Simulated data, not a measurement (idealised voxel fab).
process module | voxel trench capacitor
cross-section cut | 285 nm wide | cells 5 nm
A cross-section is a grid of square cells, given in bands from the top down. A band is one or more rows of cells.
Each band's line starts with the height of the band's top and of its bottom, in nm. Then come its materials from left to right, each with its width in nm. One material with "throughout" fills the band from edge to edge. "air" is empty space.
Height 0 is the level under which the wafer as received is all one material. The lowest band goes on downwards, as in "0 down".
A width such as "30 to 40" changes by the same amount from each row of cells to the next, from the band's top row to its bottom row.
"no change" after a step means that no cell of the cross-section changed.
closed voids: empty space of 8 cells or more with no open way to the top, each as width x height at its distance from the left edge, in nm
after a step's settings: what the simulator itself notes on the step
overlay nm, on a step with a mask: how far to the right of its planned place the mask lay; to the left if negative
plan
1 op RECEIVE | material Si
2 op CONFORMAL_DEP | material SiN | thk nm 5
3 op DIRECTIONAL_DEP | material aC | thk nm 10
4 op PATTERN | tone open | mask id TRENCH | material resist | width nm 30 | pitch nm 60 | thk nm 25 | overlay nm 0
5 op DIRECTIONAL_ETCH | etch materials aC | depth nm 10
6 op STRIP | etch materials resist
7 op DIRECTIONAL_ETCH | etch materials SiN | depth nm 5
8 op DIRECTIONAL_ETCH | etch materials Si | depth nm 30
9 op STRIP | etch materials aC
10 op CONFORMAL_DEP | material HfO2 | thk nm 5
11 op CONFORMAL_DEP | material TiN | thk nm 5
12 op FILL_DEP | material W | thk nm 10
13 op CMP | height nm 5
first wafer, as planned
as received, after step 1
  0 down: Si throughout
  closed voids: none
after step 2
  5 to 0: SiN throughout
  below 0: unchanged
after step 3
  15 to 5: aC throughout
  below 5: unchanged
after step 4
  40 to 15: resist 35 | air 30 | resist 30 | air 30 | resist 30 | air 30 | resist 30 | air 30 | resist 40
  below 15: unchanged
after step 5
  30 to 15: resist 35 | air 30 | resist 30 | air 30 | resist 30 | air 30 | resist 30 | air 30 | resist 40
  15 to 5: aC 35 | air 30 | aC 30 | air 30 | aC 30 | air 30 | aC 30 | air 30 | aC 40
  below 5: unchanged
after step 6
  15 to 5: aC 35 | air 30 | aC 30 | air 30 | aC 30 | air 30 | aC 30 | air 30 | aC 40
  below 5: unchanged
after step 7
  15 to 5: aC 35 | air 30 | aC 30 | air 30 | aC 30 | air 30 | aC 30 | air 30 | aC 40
  5 to 0: SiN 35 | air 30 | SiN 30 | air 30 | SiN 30 | air 30 | SiN 30 | air 30 | SiN 40
  below 0: unchanged
after step 8
  15 to 5: aC 35 | air 30 | aC 30 | air 30 | aC 30 | air 30 | aC 30 | air 30 | aC 40
  5 to 0: SiN 35 | air 30 | SiN 30 | air 30 | SiN 30 | air 30 | SiN 30 | air 30 | SiN 40
  0 to -30: Si 35 | air 30 | Si 30 | air 30 | Si 30 | air 30 | Si 30 | air 30 | Si 40
  below -30: unchanged
after step 9
  5 to 0: SiN 35 | air 30 | SiN 30 | air 30 | SiN 30 | air 30 | SiN 30 | air 30 | SiN 40
  below 0: unchanged
after step 10
  10 to 5: HfO2 40 | air 20 | HfO2 40 | air 20 | HfO2 40 | air 20 | HfO2 40 | air 20 | HfO2 45
  5 to 0: SiN 35 | HfO2 5 | air 20 | HfO2 5 | SiN 30 | HfO2 5 | air 20 | HfO2 5 | SiN 30 | HfO2 5 | air 20 | HfO2 5 | SiN 30 | HfO2 5 | air 20 | HfO2 5 | SiN 40
  0 to -25: Si 35 | HfO2 5 | air 20 | HfO2 5 | Si 30 | HfO2 5 | air 20 | HfO2 5 | Si 30 | HfO2 5 | air 20 | HfO2 5 | Si 30 | HfO2 5 | air 20 | HfO2 5 | Si 40
  -25 to -30: Si 35 | HfO2 30 | Si 30 | HfO2 30 | Si 30 | HfO2 30 | Si 30 | HfO2 30 | Si 40
  below -30: unchanged
after step 11
  15 to 10: TiN 45 | air 10 | TiN 50 | air 10 | TiN 50 | air 10 | TiN 50 | air 10 | TiN 50
  10 to 5: HfO2 40 | TiN 5 | air 10 | TiN 5 | HfO2 40 | TiN 5 | air 10 | TiN 5 | HfO2 40 | TiN 5 | air 10 | TiN 5 | HfO2 40 | TiN 5 | air 10 | TiN 5 | HfO2 45
  5 to 0: SiN 35 | HfO2 5 | TiN 5 | air 10 | TiN 5 | HfO2 5 | SiN 30 | HfO2 5 | TiN 5 | air 10 | TiN 5 | HfO2 5 | SiN 30 | HfO2 5 | TiN 5 | air 10 | TiN 5 | HfO2 5 | SiN 30 | HfO2 5 | TiN 5 | air 10 | TiN 5 | HfO2 5 | SiN 40
  0 to -20: Si 35 | HfO2 5 | TiN 5 | air 10 | TiN 5 | HfO2 5 | Si 30 | HfO2 5 | TiN 5 | air 10 | TiN 5 | HfO2 5 | Si 30 | HfO2 5 | TiN 5 | air 10 | TiN 5 | HfO2 5 | Si 30 | HfO2 5 | TiN 5 | air 10 | TiN 5 | HfO2 5 | Si 40
  -20 to -25: Si 35 | HfO2 5 | TiN 20 | HfO2 5 | Si 30 | HfO2 5 | TiN 20 | HfO2 5 | Si 30 | HfO2 5 | TiN 20 | HfO2 5 | Si 30 | HfO2 5 | TiN 20 | HfO2 5 | Si 40
  below -25: unchanged
after step 12
  25 to 15: W throughout
  15 to 10: TiN 45 | W 10 | TiN 50 | W 10 | TiN 50 | W 10 | TiN 50 | W 10 | TiN 50
  10 to 5: HfO2 40 | TiN 5 | W 10 | TiN 5 | HfO2 40 | TiN 5 | W 10 | TiN 5 | HfO2 40 | TiN 5 | W 10 | TiN 5 | HfO2 40 | TiN 5 | W 10 | TiN 5 | HfO2 45
  5 to 0: SiN 35 | HfO2 5 | TiN 5 | W 10 | TiN 5 | HfO2 5 | SiN 30 | HfO2 5 | TiN 5 | W 10 | TiN 5 | HfO2 5 | SiN 30 | HfO2 5 | TiN 5 | W 10 | TiN 5 | HfO2 5 | SiN 30 | HfO2 5 | TiN 5 | W 10 | TiN 5 | HfO2 5 | SiN 40
  0 to -20: Si 35 | HfO2 5 | TiN 5 | W 10 | TiN 5 | HfO2 5 | Si 30 | HfO2 5 | TiN 5 | W 10 | TiN 5 | HfO2 5 | Si 30 | HfO2 5 | TiN 5 | W 10 | TiN 5 | HfO2 5 | Si 30 | HfO2 5 | TiN 5 | W 10 | TiN 5 | HfO2 5 | Si 40
  below -20: unchanged
after step 13
  5 to 0: SiN 35 | HfO2 5 | TiN 5 | W 10 | TiN 5 | HfO2 5 | SiN 30 | HfO2 5 | TiN 5 | W 10 | TiN 5 | HfO2 5 | SiN 30 | HfO2 5 | TiN 5 | W 10 | TiN 5 | HfO2 5 | SiN 30 | HfO2 5 | TiN 5 | W 10 | TiN 5 | HfO2 5 | SiN 40
  below 0: unchanged
second wafer: like start, like plan, one mistake. Through step 3 it matches the first wafer
when step 4 should have ended
  40 to 15: resist 30 | air 40 | resist 20 | air 40 | resist 20 | air 40 | resist 20 | air 40 | resist 35
  below 15: unchanged
when step 5 should have ended
  30 to 15: resist 30 | air 40 | resist 20 | air 40 | resist 20 | air 40 | resist 20 | air 40 | resist 35
  15 to 5: aC 30 | air 40 | aC 20 | air 40 | aC 20 | air 40 | aC 20 | air 40 | aC 35
  below 5: unchanged
when step 6 should have ended
  15 to 5: aC 30 | air 40 | aC 20 | air 40 | aC 20 | air 40 | aC 20 | air 40 | aC 35
  below 5: unchanged
when step 7 should have ended
  15 to 5: aC 30 | air 40 | aC 20 | air 40 | aC 20 | air 40 | aC 20 | air 40 | aC 35
  5 to 0: SiN 30 | air 40 | SiN 20 | air 40 | SiN 20 | air 40 | SiN 20 | air 40 | SiN 35
  below 0: unchanged
when step 8 should have ended
  15 to 5: aC 30 | air 40 | aC 20 | air 40 | aC 20 | air 40 | aC 20 | air 40 | aC 35
  5 to 0: SiN 30 | air 40 | SiN 20 | air 40 | SiN 20 | air 40 | SiN 20 | air 40 | SiN 35
  0 to -30: Si 30 | air 40 | Si 20 | air 40 | Si 20 | air 40 | Si 20 | air 40 | Si 35
  below -30: unchanged
when step 9 should have ended
  5 to 0: SiN 30 | air 40 | SiN 20 | air 40 | SiN 20 | air 40 | SiN 20 | air 40 | SiN 35
  below 0: unchanged
when step 10 should have ended
  10 to 5: HfO2 35 | air 30 | HfO2 30 | air 30 | HfO2 30 | air 30 | HfO2 30 | air 30 | HfO2 40
  5 to 0: SiN 30 | HfO2 5 | air 30 | HfO2 5 | SiN 20 | HfO2 5 | air 30 | HfO2 5 | SiN 20 | HfO2 5 | air 30 | HfO2 5 | SiN 20 | HfO2 5 | air 30 | HfO2 5 | SiN 35
  0 to -25: Si 30 | HfO2 5 | air 30 | HfO2 5 | Si 20 | HfO2 5 | air 30 | HfO2 5 | Si 20 | HfO2 5 | air 30 | HfO2 5 | Si 20 | HfO2 5 | air 30 | HfO2 5 | Si 35
  -25 to -30: Si 30 | HfO2 40 | Si 20 | HfO2 40 | Si 20 | HfO2 40 | Si 20 | HfO2 40 | Si 35
  below -30: unchanged
when step 11 should have ended
  15 to 10: TiN 40 | air 20 | TiN 40 | air 20 | TiN 40 | air 20 | TiN 40 | air 20 | TiN 45
  10 to 5: HfO2 35 | TiN 5 | air 20 | TiN 5 | HfO2 30 | TiN 5 | air 20 | TiN 5 | HfO2 30 | TiN 5 | air 20 | TiN 5 | HfO2 30 | TiN 5 | air 20 | TiN 5 | HfO2 40
  5 to 0: SiN 30 | HfO2 5 | TiN 5 | air 20 | TiN 5 | HfO2 5 | SiN 20 | HfO2 5 | TiN 5 | air 20 | TiN 5 | HfO2 5 | SiN 20 | HfO2 5 | TiN 5 | air 20 | TiN 5 | HfO2 5 | SiN 20 | HfO2 5 | TiN 5 | air 20 | TiN 5 | HfO2 5 | SiN 35
  0 to -20: Si 30 | HfO2 5 | TiN 5 | air 20 | TiN 5 | HfO2 5 | Si 20 | HfO2 5 | TiN 5 | air 20 | TiN 5 | HfO2 5 | Si 20 | HfO2 5 | TiN 5 | air 20 | TiN 5 | HfO2 5 | Si 20 | HfO2 5 | TiN 5 | air 20 | TiN 5 | HfO2 5 | Si 35
  -20 to -25: Si 30 | HfO2 5 | TiN 30 | HfO2 5 | Si 20 | HfO2 5 | TiN 30 | HfO2 5 | Si 20 | HfO2 5 | TiN 30 | HfO2 5 | Si 20 | HfO2 5 | TiN 30 | HfO2 5 | Si 35
  below -25: unchanged
when step 12 should have ended
  25 to 15: W throughout
  15 to 10: TiN 40 | W 20 | TiN 40 | W 20 | TiN 40 | W 20 | TiN 40 | W 20 | TiN 45
  10 to 5: HfO2 35 | TiN 5 | W 20 | TiN 5 | HfO2 30 | TiN 5 | W 20 | TiN 5 | HfO2 30 | TiN 5 | W 20 | TiN 5 | HfO2 30 | TiN 5 | W 20 | TiN 5 | HfO2 40
  5 to 0: SiN 30 | HfO2 5 | TiN 5 | W 20 | TiN 5 | HfO2 5 | SiN 20 | HfO2 5 | TiN 5 | W 20 | TiN 5 | HfO2 5 | SiN 20 | HfO2 5 | TiN 5 | W 20 | TiN 5 | HfO2 5 | SiN 20 | HfO2 5 | TiN 5 | W 20 | TiN 5 | HfO2 5 | SiN 35
  0 to -20: Si 30 | HfO2 5 | TiN 5 | W 20 | TiN 5 | HfO2 5 | Si 20 | HfO2 5 | TiN 5 | W 20 | TiN 5 | HfO2 5 | Si 20 | HfO2 5 | TiN 5 | W 20 | TiN 5 | HfO2 5 | Si 20 | HfO2 5 | TiN 5 | W 20 | TiN 5 | HfO2 5 | Si 35
  below -20: unchanged
when step 13 should have ended
  5 to 0: SiN 30 | HfO2 5 | TiN 5 | W 20 | TiN 5 | HfO2 5 | SiN 20 | HfO2 5 | TiN 5 | W 20 | TiN 5 | HfO2 5 | SiN 20 | HfO2 5 | TiN 5 | W 20 | TiN 5 | HfO2 5 | SiN 20 | HfO2 5 | TiN 5 | W 20 | TiN 5 | HfO2 5 | SiN 35
  below 0: unchanged
what went wrong: step 4 ran as: op PATTERN | tone open | mask id TRENCH | material resist | width nm 40 | pitch nm 60 | thk nm 25 | overlay nm 0
at the end the second wafer has, in cells: 8 more of HfO2 | 48 fewer of Si | 8 fewer of SiN | 8 more of TiN | 40 more of W
